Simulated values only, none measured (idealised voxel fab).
The name of this process module is voxel released beams.
Square cells of 5 nm make up the cross-section cut, whose width is 275 nm.
Each cross-section below is a grid of square cells, stated as bands in top-down order, with one or more rows of cells making up each band.
Basically the band line says how high the top is and how high the bottom is, in nm, and then what's in it from left to right, every material with its width in nm. Empty space shows up as "blank", and if a single material carries "everywhere" it runs the full band edge to edge.
Height datum 0, below which the as-received substrate wafer is one material. Lowest band open at the bottom, running downward: "top 0, no bottom".
Quick explanation for "30 to 40": the width changes in equal steps down the rows of cells, from the first number in the band's top row to the second number in its bottom row.
Any step labelled "left unchanged" changed none of the cells in the cross-section.
This entry, "Sealed internal cavities", enumerates those empty regions of no fewer than 8 cells that possess no open connection to the top. Each region is reported in the form width x height at distance, the distance being taken from the left edge, with all three quantities expressed in nm.
Step line, after settings: the simulator's comment on this step.
overlay nm: mask right of planned place by this much (step with mask). Neg. = left.
The process steps that were planned are listed below
1) op RECEIVE | material Si
2) op CONFORMAL_DEP | material Al2O3 | thk nm 10
3) op DIRECTIONAL_DEP | material SiO2 | thk nm 15
4) op MASKED_ETCH | tone open | mask id ANCHOR | width nm 25 | etch materials SiO2 | depth nm 15 | overlay nm 0
5) op CONFORMAL_DEP | material SiN | thk nm 10
6) op MASKED_ETCH | tone cover | mask id BEAM | width nm 105 | etch materials SiN | depth nm 10 | overlay nm 0
7) op STRIP | etch materials SiO2
Shown in cross-section is the wafer as received, that is, as it stands after step 1
  top 0, no bottom | Si everywhere
  Sealed internal cavities: none
First wafer at the end, as planned
  top 35, bottom 25 | 80 of blank  15 of SiN  5 of blank  85 of SiN  90 of blank
  top 25, bottom 20 | 85 of blank  10 of SiN  5 of blank  10 of SiN  165 of blank
  top 20, bottom 10 | 85 of blank  25 of SiN  165 of blank
  top 10, bottom 0 | Al2O3 everywhere
  top 0, no bottom | Si everywhere
  Sealed internal cavities: none
Cross-sectional view: second of two wafers, end of module; start and plan identical to the first, one mistake in running
  top 25, bottom 20 | 80 of blank  15 of SiN  5 of blank  85 of SiN  90 of blank
  top 20, bottom 10 | 80 to 85 of blank  105 to 25 of SiN  90 to 165 of blank
  top 10, bottom 0 | Al2O3 everywhere
  top 0, no bottom | Si everywhere
  Sealed internal cavities: none
Run error: step 3 was processed under conditions differing from the plan, specifically as op DIRECTIONAL_DEP | material SiO2 | thk nm 5
Looking at both finished wafers in cells, the second ends up ahead of or behind the first on some materials: -8 SiN
